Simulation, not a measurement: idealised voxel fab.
voxel released beams: a process module
Pictured: cross-section cut, 230 nm wide, on a grid of 5 nm square cells.
In this document a cross-section is written as a grid of square cells. It is given as a series of bands, listed from the top down, and a band is one or more rows of cells. Heights first: top, then bottom, in nm. Then materials, left to right, each with a width in nm. "everywhere" on a single material: fills the band edge to edge. "blank": empty space. It should be noted that heights are counted from 0, beneath which the wafer as supplied is of one material throughout, and that the lowest band possesses no lower boundary but continues downward, as written in "0 -> down". You'd read "30..40" like this: the band's top row of cells is as wide as the first number, its bottom row is as wide as the second, and going down, every row changes width by the same amount as the row before did. Step note "no change occurred" = no cross-section cell changed. You'll see "Closed cavities" listing empty spaces that have no way open to the top, as long as they're 8 cells or more; the notation is width x height at distance, where the distance is from the left edge, and all of it is in nm. It should be noted that, on the line of a given step, the content following the step's settings is a remark produced by the simulator itself with respect to that step. "overlay nm" denotes, for a step that has a mask, the displacement of the mask to the right of its planned place, with negative values corresponding to the left.
Process steps foreseen in the plan:
1,RECEIVE [material Si]
2,CONFORMAL_DEP [material SiN] [thk nm 10]
3,DIRECTIONAL_DEP [material SiO2] [thk nm 20]
4,PATTERN [tone open] [mask id ANCHOR] [material resist] [width nm 25] [thk nm 15] [overlay nm 0]
5,DIRECTIONAL_ETCH [etch materials SiO2] [depth nm 20]
6,STRIP [etch materials resist]
7,CONFORMAL_DEP [material polySi] [thk nm 10]
8,PATTERN [tone cover] [mask id BEAM] [material resist] [width nm 90] [thk nm 20] [overlay nm 0]
9,DIRECTIONAL_ETCH [etch materials polySi] [depth nm 10]
10,STRIP [etch materials resist]
11,STRIP [etch materials SiO2]
Cross-section of the wafer upon arrival, representing the state reached after step 1:
    0 -> down = Si everywhere
    Closed cavities: none
a wafer at the end: this start, this plan, one mistake:
    35 -> 25 = blank 65, then polySi 15, then blank 5, then polySi 70, then blank 75
    25 -> 15 = blank 70, then polySi 10, then blank 5, then polySi 10, then blank 135
    15 -> 5 = blank 70, then polySi 25, then blank 135
    5 -> 0 = SiN everywhere
    0 -> down = Si everywhere
    Closed cavities: none
What was done differently from what was planned? heads up, step 2 didn't go per plan, it actually ran as CONFORMAL_DEP [material SiN] [thk nm 5]
